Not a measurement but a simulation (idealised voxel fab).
process module | voxel transistor to metal
cross-section cut | 150 nm wide | cells 5 nm
A cross-section is a grid of square cells, given in bands from the top down. A band is one or more rows of cells.
Each band's line starts with the height of the band's top and of its bottom, in nm. Then come its materials from left to right, each with its width in nm. One material with "throughout" fills the band from edge to edge. "air" is empty space.
Height 0 is the level under which the wafer as received is all one material. The lowest band goes on downwards, as in "0 down".
A width such as "30 to 40" changes by the same amount from each row of cells to the next, from the band's top row to its bottom row.
"no change" after a step means that no cell of the cross-section changed.
closed voids: empty space of 8 cells or more with no open way to the top, each as width x height at its distance from the left edge, in nm
after a step's settings: what the simulator itself notes on the step
overlay nm, on a step with a mask: how far to the right of its planned place the mask lay; to the left if negative
plan
1 op RECEIVE | material Si
2 op OXIDIZE | depth nm 5
3 op CONFORMAL_DEP | material SiN | thk nm 15
4 op DIRECTIONAL_DEP | material aC | thk nm 15
5 op PATTERN | tone cover | mask id ACTIVE | material resist | width nm 110 | thk nm 30 | overlay nm 0
6 op DIRECTIONAL_ETCH | etch materials aC | depth nm 15
7 op STRIP | etch materials resist
8 op DIRECTIONAL_ETCH | etch materials SiN | depth nm 15
9 op DIRECTIONAL_ETCH | etch materials SiO2 | depth nm 5
10 op DIRECTIONAL_ETCH | etch materials Si | depth nm 20
11 op STRIP | etch materials aC
12 op OXIDIZE | depth nm 5
13 op FILL_DEP | material SiO2 | thk nm 10
14 op CMP | height nm 15
15 op SELECTIVE_ETCH | etch materials SiO2 | depth nm 5
16 op STRIP | etch materials SiN
17 op SELECTIVE_ETCH | etch materials SiO2 | depth nm 5
18 op OXIDIZE | depth nm 5
19 op DIRECTIONAL_DEP | material polySi | thk nm 20
20 op DIRECTIONAL_DEP | material SiCN | thk nm 10
21 op DIRECTIONAL_DEP | material aC | thk nm 15
22 op PATTERN | tone cover | mask id GATE | material resist | width nm 30 | thk nm 35 | overlay nm 0
23 op DIRECTIONAL_ETCH | etch materials aC | depth nm 15
24 op STRIP | etch materials resist
25 op DIRECTIONAL_ETCH | etch materials SiCN | depth nm 20
26 op DIRECTIONAL_ETCH | etch materials polySi | depth nm 30
27 op STRIP | etch materials aC
28 op CONFORMAL_DEP | material SiO2 | thk nm 5
29 op DIRECTIONAL_ETCH | etch materials SiO2 | depth nm 5
30 op CONFORMAL_DEP | material SiN | thk nm 5
31 op DIRECTIONAL_ETCH | etch materials SiN | depth nm 5
32 op DIRECTIONAL_ETCH | etch materials SiO2 | depth nm 5
33 op DIRECTIONAL_ETCH | etch materials Si | depth nm 15
34 op EPI | material SiGe | thk nm 15
35 op FILL_DEP | material SiO2 | thk nm 5
36 op CMP | height nm 15
37 op STRIP | etch materials polySi
38 op SELECTIVE_ETCH | etch materials SiO2 | depth nm 5
39 op CONFORMAL_DEP | material HfO2 | thk nm 5
40 op CONFORMAL_DEP | material TiN | thk nm 5
41 op FILL_DEP | material W | thk nm 5
42 op CMP | height nm 10
43 op DIRECTIONAL_DEP | material SiO2 | thk nm 15
44 op PATTERN | tone open | mask id CONTACT | material resist | width nm 15 | pitch nm 85 | thk nm 20 | overlay nm 0
45 op DIRECTIONAL_ETCH | etch materials SiO2 | depth nm 35
46 op STRIP | etch materials resist
47 op CONFORMAL_DEP | material TiN | thk nm 5
48 op FILL_DEP | material W | thk nm 10
49 op CMP | height nm 25
50 op CONFORMAL_DEP | material SiN | thk nm 5
51 op DIRECTIONAL_DEP | material SiO2 | thk nm 25
52 op PATTERN | tone open | mask id METAL_1 | material resist | width nm 15 | pitch nm 85 | thk nm 15 | overlay nm 0
53 op DIRECTIONAL_ETCH | etch materials SiO2 | depth nm 25
54 op DIRECTIONAL_ETCH | etch materials SiN | depth nm 5
55 op STRIP | etch materials resist
56 op CONFORMAL_DEP | material TiN | thk nm 5
57 op FILL_DEP | material Cu | thk nm 10
58 op CMP | height nm 55
59 op EPI | material Ru | thk nm 5
60 op FILL_DEP | material SiCN | thk nm 5
61 op DIRECTIONAL_DEP | material lowk | thk nm 35
62 op DIRECTIONAL_DEP | material aC | thk nm 10
63 op PATTERN | tone open | mask id METAL_2 | material resist | width nm 15 | pitch nm 85 | thk nm 25 | overlay nm 0
64 op DIRECTIONAL_ETCH | etch materials aC | depth nm 10
65 op STRIP | etch materials resist
66 op DIRECTIONAL_ETCH | etch materials lowk | depth nm 20
67 op STRIP | etch materials aC
68 op DIRECTIONAL_DEP | material aC | thk nm 15
69 op PATTERN | tone open | mask id METAL_2_HOLES | material resist | width nm 15 | pitch nm 85 | thk nm 35 | overlay nm 0
70 op DIRECTIONAL_ETCH | etch materials aC | depth nm 15
71 op STRIP | etch materials resist
72 op DIRECTIONAL_ETCH | etch materials lowk | depth nm 15
73 op DIRECTIONAL_ETCH | etch materials SiCN | depth nm 5
74 op STRIP | etch materials aC
75 op CONFORMAL_DEP | material TiN | thk nm 5
76 op FILL_DEP | material Cu | thk nm 5
77 op CMP | height nm 100
78 op CONFORMAL_DEP | material SiCN | thk nm 5
first wafer, as planned
as received, after step 1
  0 down: Si throughout
  closed voids: none
after step 2
  0 to -5: SiO2 throughout
  below -5: unchanged
after step 3
  15 to 0: SiN throughout
  below 0: unchanged
after step 4
  30 to 15: aC throughout
  below 15: unchanged
after step 5
  60 to 30: air 20 | resist 110 | air 20
  below 30: unchanged
after step 6
  45 to 30: air 20 | resist 110 | air 20
  30 to 15: air 20 | aC 110 | air 20
  below 15: unchanged
after step 7
  30 to 15: air 20 | aC 110 | air 20
  below 15: unchanged
after step 8
  30 to 15: air 20 | aC 110 | air 20
  15 to 0: air 20 | SiN 110 | air 20
  below 0: unchanged
after step 9
  30 to 15: air 20 | aC 110 | air 20
  15 to 0: air 20 | SiN 110 | air 20
  0 to -5: air 20 | SiO2 110 | air 20
  below -5: unchanged
after step 10
  30 to 15: air 20 | aC 110 | air 20
  15 to 0: air 20 | SiN 110 | air 20
  0 to -5: air 20 | SiO2 110 | air 20
  -5 to -25: air 20 | Si 110 | air 20
  below -25: unchanged
after step 11
  15 to 0: air 20 | SiN 110 | air 20
  below 0: unchanged
after step 12
  15 to 0: air 20 | SiN 110 | air 20
  0 to -5: air 20 | SiO2 110 | air 20
  -5 to -25: air 20 | SiO2 5 | Si 100 | SiO2 5 | air 20
  -25 to -30: SiO2 25 | Si 100 | SiO2 25
  below -30: unchanged
after step 13
  25 to 15: SiO2 throughout
  15 to 0: SiO2 20 | SiN 110 | SiO2 20
  0 to -5: SiO2 throughout
  -5 to -30: SiO2 25 | Si 100 | SiO2 25
  below -30: unchanged
after step 14
  15 to 0: SiO2 20 | SiN 110 | SiO2 20
  below 0: unchanged
after step 15
  15 to 10: air 20 | SiN 110 | air 20
  below 10: unchanged
after step 16
  10 to 0: SiO2 20 | air 110 | SiO2 20
  below 0: unchanged
after step 17
  5 to -5: SiO2 15 | air 120 | SiO2 15
  below -5: unchanged
after step 18
  5 to -5: SiO2 15 | air 120 | SiO2 15
  -5 to -10: SiO2 throughout
  below -10: unchanged
after step 19
  25 to 15: polySi 15 | air 120 | polySi 15
  15 to 5: polySi throughout
  5 to -5: SiO2 15 | polySi 120 | SiO2 15
  below -5: unchanged
after step 20
  35 to 25: SiCN 15 | air 120 | SiCN 15
  25 to 15: polySi 15 | SiCN 120 | polySi 15
  below 15: unchanged
after step 21
  50 to 40: aC 15 | air 120 | aC 15
  40 to 35: aC throughout
  35 to 25: SiCN 15 | aC 120 | SiCN 15
  below 25: unchanged
after step 22
  85 to 50: air 60 | resist 30 | air 60
  50 to 40: aC 15 | air 45 | resist 30 | air 45 | aC 15
  below 40: unchanged
after step 23
  70 to 40: air 60 | resist 30 | air 60
  40 to 35: air 60 | aC 30 | air 60
  35 to 25: SiCN 15 | air 45 | aC 30 | air 45 | SiCN 15
  below 25: unchanged
after step 24
  40 to 35: air 60 | aC 30 | air 60
  below 35: unchanged
after step 25
  40 to 25: air 60 | aC 30 | air 60
  25 to 15: polySi 15 | air 45 | SiCN 30 | air 45 | polySi 15
  below 15: unchanged
after step 26
  40 to 25: air 60 | aC 30 | air 60
  25 to 15: air 60 | SiCN 30 | air 60
  15 to 5: air 60 | polySi 30 | air 60
  5 to -5: SiO2 15 | air 45 | polySi 30 | air 45 | SiO2 15
  below -5: unchanged
after step 27
  25 to 15: air 60 | SiCN 30 | air 60
  below 15: unchanged
after step 28
  30 to 25: air 55 | SiO2 40 | air 55
  25 to 15: air 55 | SiO2 5 | SiCN 30 | SiO2 5 | air 55
  15 to 10: air 55 | SiO2 5 | polySi 30 | SiO2 5 | air 55
  10 to 0: SiO2 20 | air 35 | SiO2 5 | polySi 30 | SiO2 5 | air 35 | SiO2 20
  0 to -5: SiO2 60 | polySi 30 | SiO2 60
  below -5: unchanged
after step 29
  25 to 15: air 55 | SiO2 5 | SiCN 30 | SiO2 5 | air 55
  15 to 5: air 55 | SiO2 5 | polySi 30 | SiO2 5 | air 55
  5 to -5: SiO2 20 | air 35 | SiO2 5 | polySi 30 | SiO2 5 | air 35 | SiO2 20
  below -5: unchanged
after step 30
  30 to 25: air 50 | SiN 50 | air 50
  25 to 15: air 50 | SiN 5 | SiO2 5 | SiCN 30 | SiO2 5 | SiN 5 | air 50
  15 to 10: air 50 | SiN 5 | SiO2 5 | polySi 30 | SiO2 5 | SiN 5 | air 50
  10 to 5: SiN 25 | air 25 | SiN 5 | SiO2 5 | polySi 30 | SiO2 5 | SiN 5 | air 25 | SiN 25
  5 to 0: SiO2 20 | SiN 5 | air 25 | SiN 5 | SiO2 5 | polySi 30 | SiO2 5 | SiN 5 | air 25 | SiN 5 | SiO2 20
  0 to -5: SiO2 20 | SiN 35 | SiO2 5 | polySi 30 | SiO2 5 | SiN 35 | SiO2 20
  below -5: unchanged
after step 31
  25 to 15: air 50 | SiN 5 | SiO2 5 | SiCN 30 | SiO2 5 | SiN 5 | air 50
  15 to 5: air 50 | SiN 5 | SiO2 5 | polySi 30 | SiO2 5 | SiN 5 | air 50
  5 to -5: SiO2 20 | SiN 5 | air 25 | SiN 5 | SiO2 5 | polySi 30 | SiO2 5 | SiN 5 | air 25 | SiN 5 | SiO2 20
  below -5: unchanged
after step 32
  25 to 20: air 50 | SiN 5 | air 5 | SiCN 30 | air 5 | SiN 5 | air 50
  20 to 15: air 50 | SiN 5 | SiO2 5 | SiCN 30 | SiO2 5 | SiN 5 | air 50
  15 to 5: air 50 | SiN 5 | SiO2 5 | polySi 30 | SiO2 5 | SiN 5 | air 50
  5 to 0: air 20 | SiN 5 | air 25 | SiN 5 | SiO2 5 | polySi 30 | SiO2 5 | SiN 5 | air 25 | SiN 5 | air 20
  0 to -5: SiO2 20 | SiN 5 | air 25 | SiN 5 | SiO2 5 | polySi 30 | SiO2 5 | SiN 5 | air 25 | SiN 5 | SiO2 20
  -5 to -10: SiO2 25 | air 25 | SiO2 50 | air 25 | SiO2 25
  below -10: unchanged
after step 33
  25 to 20: air 50 | SiN 5 | air 5 | SiCN 30 | air 5 | SiN 5 | air 50
  20 to 15: air 50 | SiN 5 | SiO2 5 | SiCN 30 | SiO2 5 | SiN 5 | air 50
  15 to 5: air 50 | SiN 5 | SiO2 5 | polySi 30 | SiO2 5 | SiN 5 | air 50
  5 to 0: air 20 | SiN 5 | air 25 | SiN 5 | SiO2 5 | polySi 30 | SiO2 5 | SiN 5 | air 25 | SiN 5 | air 20
  0 to -5: SiO2 20 | SiN 5 | air 25 | SiN 5 | SiO2 5 | polySi 30 | SiO2 5 | SiN 5 | air 25 | SiN 5 | SiO2 20
  -5 to -10: SiO2 25 | air 25 | SiO2 50 | air 25 | SiO2 25
  -10 to -25: SiO2 25 | air 25 | Si 50 | air 25 | SiO2 25
  below -25: unchanged
after step 34
  25 to 20: air 50 | SiN 5 | air 5 | SiCN 30 | air 5 | SiN 5 | air 50
  20 to 15: air 50 | SiN 5 | SiO2 5 | SiCN 30 | SiO2 5 | SiN 5 | air 50
  15 to 5: air 50 | SiN 5 | SiO2 5 | polySi 30 | SiO2 5 | SiN 5 | air 50
  5 to 0: air 20 | SiN 5 | air 10 | SiGe 15 | SiN 5 | SiO2 5 | polySi 30 | SiO2 5 | SiN 5 | SiGe 15 | air 10 | SiN 5 | air 20
  0 to -5: SiO2 20 | SiN 5 | air 10 | SiGe 15 | SiN 5 | SiO2 5 | polySi 30 | SiO2 5 | SiN 5 | SiGe 15 | air 10 | SiN 5 | SiO2 20
  -5 to -10: SiO2 25 | air 10 | SiGe 15 | SiO2 50 | SiGe 15 | air 10 | SiO2 25
  -10 to -25: SiO2 25 | SiGe 25 | Si 50 | SiGe 25 | SiO2 25
  below -25: unchanged
after step 35
  30 to 25: SiO2 throughout
  25 to 15: SiO2 50 | SiN 5 | SiO2 5 | SiCN 30 | SiO2 5 | SiN 5 | SiO2 50
  15 to 5: SiO2 50 | SiN 5 | SiO2 5 | polySi 30 | SiO2 5 | SiN 5 | SiO2 50
  5 to -5: SiO2 20 | SiN 5 | SiO2 10 | SiGe 15 | SiN 5 | SiO2 5 | polySi 30 | SiO2 5 | SiN 5 | SiGe 15 | SiO2 10 | SiN 5 | SiO2 20
  -5 to -10: SiO2 35 | SiGe 15 | SiO2 50 | SiGe 15 | SiO2 35
  below -10: unchanged
after step 36
  15 to 5: SiO2 50 | SiN 5 | SiO2 5 | polySi 30 | SiO2 5 | SiN 5 | SiO2 50
  below 5: unchanged
after step 37
  15 to 5: SiO2 50 | SiN 5 | SiO2 5 | air 30 | SiO2 5 | SiN 5 | SiO2 50
  5 to -5: SiO2 20 | SiN 5 | SiO2 10 | SiGe 15 | SiN 5 | SiO2 5 | air 30 | SiO2 5 | SiN 5 | SiGe 15 | SiO2 10 | SiN 5 | SiO2 20
  below -5: unchanged
after step 38
  15 to 10: air 50 | SiN 5 | air 40 | SiN 5 | air 50
  10 to 5: SiO2 50 | SiN 5 | air 40 | SiN 5 | SiO2 50
  5 to -5: SiO2 20 | SiN 5 | SiO2 10 | SiGe 15 | SiN 5 | air 40 | SiN 5 | SiGe 15 | SiO2 10 | SiN 5 | SiO2 20
  -5 to -10: SiO2 35 | SiGe 15 | SiO2 5 | air 40 | SiO2 5 | SiGe 15 | SiO2 35
  below -10: unchanged
after step 39
  20 to 15: air 45 | HfO2 15 | air 30 | HfO2 15 | air 45
  15 to 10: HfO2 50 | SiN 5 | HfO2 5 | air 30 | HfO2 5 | SiN 5 | HfO2 50
  10 to 5: SiO2 50 | SiN 5 | HfO2 5 | air 30 | HfO2 5 | SiN 5 | SiO2 50
  5 to -5: SiO2 20 | SiN 5 | SiO2 10 | SiGe 15 | SiN 5 | HfO2 5 | air 30 | HfO2 5 | SiN 5 | SiGe 15 | SiO2 10 | SiN 5 | SiO2 20
  -5 to -10: SiO2 35 | SiGe 15 | SiO2 5 | HfO2 40 | SiO2 5 | SiGe 15 | SiO2 35
  below -10: unchanged
after step 40
  25 to 20: air 40 | TiN 25 | air 20 | TiN 25 | air 40
  20 to 15: TiN 45 | HfO2 15 | TiN 5 | air 20 | TiN 5 | HfO2 15 | TiN 45
  15 to 10: HfO2 50 | SiN 5 | HfO2 5 | TiN 5 | air 20 | TiN 5 | HfO2 5 | SiN 5 | HfO2 50
  10 to 5: SiO2 50 | SiN 5 | HfO2 5 | TiN 5 | air 20 | TiN 5 | HfO2 5 | SiN 5 | SiO2 50
  5 to 0: SiO2 20 | SiN 5 | SiO2 10 | SiGe 15 | SiN 5 | HfO2 5 | TiN 5 | air 20 | TiN 5 | HfO2 5 | SiN 5 | SiGe 15 | SiO2 10 | SiN 5 | SiO2 20
  0 to -5: SiO2 20 | SiN 5 | SiO2 10 | SiGe 15 | SiN 5 | HfO2 5 | TiN 30 | HfO2 5 | SiN 5 | SiGe 15 | SiO2 10 | SiN 5 | SiO2 20
  below -5: unchanged
after step 41
  30 to 25: W throughout
  25 to 20: W 40 | TiN 25 | W 20 | TiN 25 | W 40
  20 to 15: TiN 45 | HfO2 15 | TiN 5 | W 20 | TiN 5 | HfO2 15 | TiN 45
  15 to 10: HfO2 50 | SiN 5 | HfO2 5 | TiN 5 | W 20 | TiN 5 | HfO2 5 | SiN 5 | HfO2 50
  10 to 5: SiO2 50 | SiN 5 | HfO2 5 | TiN 5 | W 20 | TiN 5 | HfO2 5 | SiN 5 | SiO2 50
  5 to 0: SiO2 20 | SiN 5 | SiO2 10 | SiGe 15 | SiN 5 | HfO2 5 | TiN 5 | W 20 | TiN 5 | HfO2 5 | SiN 5 | SiGe 15 | SiO2 10 | SiN 5 | SiO2 20
  below 0: unchanged
after step 42
  10 to 5: SiO2 50 | SiN 5 | HfO2 5 | TiN 5 | W 20 | TiN 5 | HfO2 5 | SiN 5 | SiO2 50
  below 5: unchanged
after step 43
  25 to 10: SiO2 throughout
  below 10: unchanged
after step 44
  45 to 25: resist 25 | air 15 | resist 70 | air 15 | resist 25
  below 25: unchanged
after step 45
  45 to 25: resist 25 | air 15 | resist 70 | air 15 | resist 25
  25 to 10: SiO2 25 | air 15 | SiO2 70 | air 15 | SiO2 25
  10 to 5: SiO2 25 | air 15 | SiO2 10 | SiN 5 | HfO2 5 | TiN 5 | W 20 | TiN 5 | HfO2 5 | SiN 5 | SiO2 10 | air 15 | SiO2 25
  5 to 0: SiO2 20 | SiN 5 | air 10 | SiGe 15 | SiN 5 | HfO2 5 | TiN 5 | W 20 | TiN 5 | HfO2 5 | SiN 5 | SiGe 15 | air 10 | SiN 5 | SiO2 20
  0 to -5: SiO2 20 | SiN 5 | air 10 | SiGe 15 | SiN 5 | HfO2 5 | TiN 30 | HfO2 5 | SiN 5 | SiGe 15 | air 10 | SiN 5 | SiO2 20
  -5 to -10: SiO2 25 | air 10 | SiGe 15 | SiO2 5 | HfO2 40 | SiO2 5 | SiGe 15 | air 10 | SiO2 25
  below -10: unchanged
after step 46
  25 to 10: SiO2 25 | air 15 | SiO2 70 | air 15 | SiO2 25
  below 10: unchanged
after step 47
  30 to 25: TiN 30 | air 5 | TiN 80 | air 5 | TiN 30
  25 to 10: SiO2 25 | TiN 5 | air 5 | TiN 5 | SiO2 70 | TiN 5 | air 5 | TiN 5 | SiO2 25
  10 to 5: SiO2 25 | TiN 15 | SiO2 10 | SiN 5 | HfO2 5 | TiN 5 | W 20 | TiN 5 | HfO2 5 | SiN 5 | SiO2 10 | TiN 15 | SiO2 25
  5 to 0: SiO2 20 | SiN 5 | TiN 10 | SiGe 15 | SiN 5 | HfO2 5 | TiN 5 | W 20 | TiN 5 | HfO2 5 | SiN 5 | SiGe 15 | TiN 10 | SiN 5 | SiO2 20
  0 to -5: SiO2 20 | SiN 5 | TiN 10 | SiGe 15 | SiN 5 | HfO2 5 | TiN 30 | HfO2 5 | SiN 5 | SiGe 15 | TiN 10 | SiN 5 | SiO2 20
  -5 to -10: SiO2 25 | TiN 10 | SiGe 15 | SiO2 5 | HfO2 40 | SiO2 5 | SiGe 15 | TiN 10 | SiO2 25
  below -10: unchanged
after step 48
  40 to 30: W throughout
  30 to 25: TiN 30 | W 5 | TiN 80 | W 5 | TiN 30
  25 to 10: SiO2 25 | TiN 5 | W 5 | TiN 5 | SiO2 70 | TiN 5 | W 5 | TiN 5 | SiO2 25
  below 10: unchanged
after step 49
  25 to 10: SiO2 25 | TiN 5 | W 5 | TiN 5 | SiO2 70 | TiN 5 | W 5 | TiN 5 | SiO2 25
  below 10: unchanged
after step 50
  30 to 25: SiN throughout
  below 25: unchanged
after step 51
  55 to 30: SiO2 throughout
  below 30: unchanged
after step 52
  70 to 55: resist 25 | air 15 | resist 70 | air 15 | resist 25
  below 55: unchanged
after step 53
  70 to 55: resist 25 | air 15 | resist 70 | air 15 | resist 25
  55 to 30: SiO2 25 | air 15 | SiO2 70 | air 15 | SiO2 25
  below 30: unchanged
after step 54
  70 to 55: resist 25 | air 15 | resist 70 | air 15 | resist 25
  55 to 30: SiO2 25 | air 15 | SiO2 70 | air 15 | SiO2 25
  30 to 25: SiN 25 | air 15 | SiN 70 | air 15 | SiN 25
  below 25: unchanged
after step 55
  55 to 30: SiO2 25 | air 15 | SiO2 70 | air 15 | SiO2 25
  below 30: unchanged
after step 56
  60 to 55: TiN 30 | air 5 | TiN 80 | air 5 | TiN 30
  55 to 30: SiO2 25 | TiN 5 | air 5 | TiN 5 | SiO2 70 | TiN 5 | air 5 | TiN 5 | SiO2 25
  30 to 25: SiN 25 | TiN 15 | SiN 70 | TiN 15 | SiN 25
  below 25: unchanged
after step 57
  70 to 60: Cu throughout
  60 to 55: TiN 30 | Cu 5 | TiN 80 | Cu 5 | TiN 30
  55 to 30: SiO2 25 | TiN 5 | Cu 5 | TiN 5 | SiO2 70 | TiN 5 | Cu 5 | TiN 5 | SiO2 25
  below 30: unchanged
after step 58
  55 to 30: SiO2 25 | TiN 5 | Cu 5 | TiN 5 | SiO2 70 | TiN 5 | Cu 5 | TiN 5 | SiO2 25
  below 30: unchanged
after step 59
  60 to 55: air 20 | Ru 25 | air 60 | Ru 25 | air 20
  below 55: unchanged
after step 60
  65 to 60: SiCN throughout
  60 to 55: SiCN 20 | Ru 25 | SiCN 60 | Ru 25 | SiCN 20
  below 55: unchanged
after step 61
  100 to 65: lowk throughout
  below 65: unchanged
after step 62
  110 to 100: aC throughout
  below 100: unchanged
after step 63
  135 to 110: resist 25 | air 15 | resist 70 | air 15 | resist 25
  below 110: unchanged
after step 64
  125 to 110: resist 25 | air 15 | resist 70 | air 15 | resist 25
  110 to 100: aC 25 | air 15 | aC 70 | air 15 | aC 25
  below 100: unchanged
after step 65
  110 to 100: aC 25 | air 15 | aC 70 | air 15 | aC 25
  below 100: unchanged
after step 66
  110 to 100: aC 25 | air 15 | aC 70 | air 15 | aC 25
  100 to 80: lowk 25 | air 15 | lowk 70 | air 15 | lowk 25
  below 80: unchanged
after step 67
  100 to 80: lowk 25 | air 15 | lowk 70 | air 15 | lowk 25
  below 80: unchanged
after step 68
  115 to 100: aC 25 | air 15 | aC 70 | air 15 | aC 25
  100 to 95: lowk 25 | air 15 | lowk 70 | air 15 | lowk 25
  95 to 80: lowk 25 | aC 15 | lowk 70 | aC 15 | lowk 25
  below 80: unchanged
after step 69
  150 to 115: resist 25 | air 15 | resist 70 | air 15 | resist 25
  below 115: unchanged
after step 70
  135 to 115: resist 25 | air 15 | resist 70 | air 15 | resist 25
  115 to 100: aC 25 | air 15 | aC 70 | air 15 | aC 25
  100 to 80: lowk 25 | air 15 | lowk 70 | air 15 | lowk 25
  below 80: unchanged
after step 71
  115 to 100: aC 25 | air 15 | aC 70 | air 15 | aC 25
  below 100: unchanged
after step 72
  115 to 100: aC 25 | air 15 | aC 70 | air 15 | aC 25
  100 to 65: lowk 25 | air 15 | lowk 70 | air 15 | lowk 25
  below 65: unchanged
after step 73
  115 to 100: aC 25 | air 15 | aC 70 | air 15 | aC 25
  100 to 65: lowk 25 | air 15 | lowk 70 | air 15 | lowk 25
  65 to 60: SiCN 25 | air 15 | SiCN 70 | air 15 | SiCN 25
  below 60: unchanged
after step 74
  100 to 65: lowk 25 | air 15 | lowk 70 | air 15 | lowk 25
  below 65: unchanged
after step 75
  105 to 100: TiN 30 | air 5 | TiN 80 | air 5 | TiN 30
  100 to 65: lowk 25 | TiN 5 | air 5 | TiN 5 | lowk 70 | TiN 5 | air 5 | TiN 5 | lowk 25
  65 to 60: SiCN 25 | TiN 15 | SiCN 70 | TiN 15 | SiCN 25
  below 60: unchanged
after step 76
  110 to 105: Cu throughout
  105 to 100: TiN 30 | Cu 5 | TiN 80 | Cu 5 | TiN 30
  100 to 65: lowk 25 | TiN 5 | Cu 5 | TiN 5 | lowk 70 | TiN 5 | Cu 5 | TiN 5 | lowk 25
  below 65: unchanged
after step 77
  100 to 65: lowk 25 | TiN 5 | Cu 5 | TiN 5 | lowk 70 | TiN 5 | Cu 5 | TiN 5 | lowk 25
  below 65: unchanged
after step 78
  105 to 100: SiCN throughout
  below 100: unchanged
second wafer: like start, like plan, one mistake. Through step 51 it matches the first wafer
when step 52 should have ended
  70 to 55: resist 20 | air 15 | resist 70 | air 15 | resist 30
  below 55: unchanged
when step 53 should have ended
  70 to 55: resist 20 | air 15 | resist 70 | air 15 | resist 30
  55 to 30: SiO2 20 | air 15 | SiO2 70 | air 15 | SiO2 30
  below 30: unchanged
when step 54 should have ended
  70 to 55: resist 20 | air 15 | resist 70 | air 15 | resist 30
  55 to 30: SiO2 20 | air 15 | SiO2 70 | air 15 | SiO2 30
  30 to 25: SiN 20 | air 15 | SiN 70 | air 15 | SiN 30
  below 25: unchanged
when step 55 should have ended
  55 to 30: SiO2 20 | air 15 | SiO2 70 | air 15 | SiO2 30
  below 30: unchanged
when step 56 should have ended
  60 to 55: TiN 25 | air 5 | TiN 80 | air 5 | TiN 35
  55 to 30: SiO2 20 | TiN 5 | air 5 | TiN 5 | SiO2 70 | TiN 5 | air 5 | TiN 5 | SiO2 30
  30 to 25: SiN 20 | TiN 15 | SiN 70 | TiN 15 | SiN 30
  below 25: unchanged
when step 57 should have ended
  70 to 60: Cu throughout
  60 to 55: TiN 25 | Cu 5 | TiN 80 | Cu 5 | TiN 35
  55 to 30: SiO2 20 | TiN 5 | Cu 5 | TiN 5 | SiO2 70 | TiN 5 | Cu 5 | TiN 5 | SiO2 30
  below 30: unchanged
when step 58 should have ended
  55 to 30: SiO2 20 | TiN 5 | Cu 5 | TiN 5 | SiO2 70 | TiN 5 | Cu 5 | TiN 5 | SiO2 30
  below 30: unchanged
when step 59 should have ended
  60 to 55: air 15 | Ru 25 | air 60 | Ru 25 | air 25
  below 55: unchanged
when step 60 should have ended
  65 to 60: SiCN throughout
  60 to 55: SiCN 15 | Ru 25 | SiCN 60 | Ru 25 | SiCN 25
  below 55: unchanged
when step 61 should have ended
  100 to 65: lowk throughout
  below 65: unchanged
when step 62 should have ended
  110 to 100: aC throughout
  below 100: unchanged
when step 63 should have ended
  135 to 110: resist 25 | air 15 | resist 70 | air 15 | resist 25
  below 110: unchanged
when step 64 should have ended
  125 to 110: resist 25 | air 15 | resist 70 | air 15 | resist 25
  110 to 100: aC 25 | air 15 | aC 70 | air 15 | aC 25
  below 100: unchanged
when step 65 should have ended
  110 to 100: aC 25 | air 15 | aC 70 | air 15 | aC 25
  below 100: unchanged
when step 66 should have ended
  110 to 100: aC 25 | air 15 | aC 70 | air 15 | aC 25
  100 to 80: lowk 25 | air 15 | lowk 70 | air 15 | lowk 25
  below 80: unchanged
when step 67 should have ended
  100 to 80: lowk 25 | air 15 | lowk 70 | air 15 | lowk 25
  below 80: unchanged
when step 68 should have ended
  115 to 100: aC 25 | air 15 | aC 70 | air 15 | aC 25
  100 to 95: lowk 25 | air 15 | lowk 70 | air 15 | lowk 25
  95 to 80: lowk 25 | aC 15 | lowk 70 | aC 15 | lowk 25
  below 80: unchanged
when step 69 should have ended
  150 to 115: resist 25 | air 15 | resist 70 | air 15 | resist 25
  below 115: unchanged
when step 70 should have ended
  135 to 115: resist 25 | air 15 | resist 70 | air 15 | resist 25
  115 to 100: aC 25 | air 15 | aC 70 | air 15 | aC 25
  100 to 80: lowk 25 | air 15 | lowk 70 | air 15 | lowk 25
  below 80: unchanged
when step 71 should have ended
  115 to 100: aC 25 | air 15 | aC 70 | air 15 | aC 25
  below 100: unchanged
when step 72 should have ended
  115 to 100: aC 25 | air 15 | aC 70 | air 15 | aC 25
  100 to 65: lowk 25 | air 15 | lowk 70 | air 15 | lowk 25
  below 65: unchanged
when step 73 should have ended
  115 to 100: aC 25 | air 15 | aC 70 | air 15 | aC 25
  100 to 65: lowk 25 | air 15 | lowk 70 | air 15 | lowk 25
  65 to 60: SiCN 25 | air 15 | SiCN 70 | air 15 | SiCN 25
  below 60: unchanged
when step 74 should have ended
  100 to 65: lowk 25 | air 15 | lowk 70 | air 15 | lowk 25
  below 65: unchanged
when step 75 should have ended
  105 to 100: TiN 30 | air 5 | TiN 80 | air 5 | TiN 30
  100 to 65: lowk 25 | TiN 5 | air 5 | TiN 5 | lowk 70 | TiN 5 | air 5 | TiN 5 | lowk 25
  65 to 60: SiCN 25 | TiN 15 | SiCN 70 | TiN 15 | SiCN 25
  below 60: unchanged
when step 76 should have ended
  110 to 105: Cu throughout
  105 to 100: TiN 30 | Cu 5 | TiN 80 | Cu 5 | TiN 30
  100 to 65: lowk 25 | TiN 5 | Cu 5 | TiN 5 | lowk 70 | TiN 5 | Cu 5 | TiN 5 | lowk 25
  below 65: unchanged
when step 77 should have ended
  100 to 65: lowk 25 | TiN 5 | Cu 5 | TiN 5 | lowk 70 | TiN 5 | Cu 5 | TiN 5 | lowk 25
  below 65: unchanged
when step 78 should have ended
  105 to 100: SiCN throughout
  below 100: unchanged
what went wrong: step 52 ran as: op PATTERN | tone open | mask id METAL_1 | material resist | width nm 15 | pitch nm 85 | thk nm 15 | overlay nm -5
at the end the second wafer has, in cells: as many of each material as the first, in other places
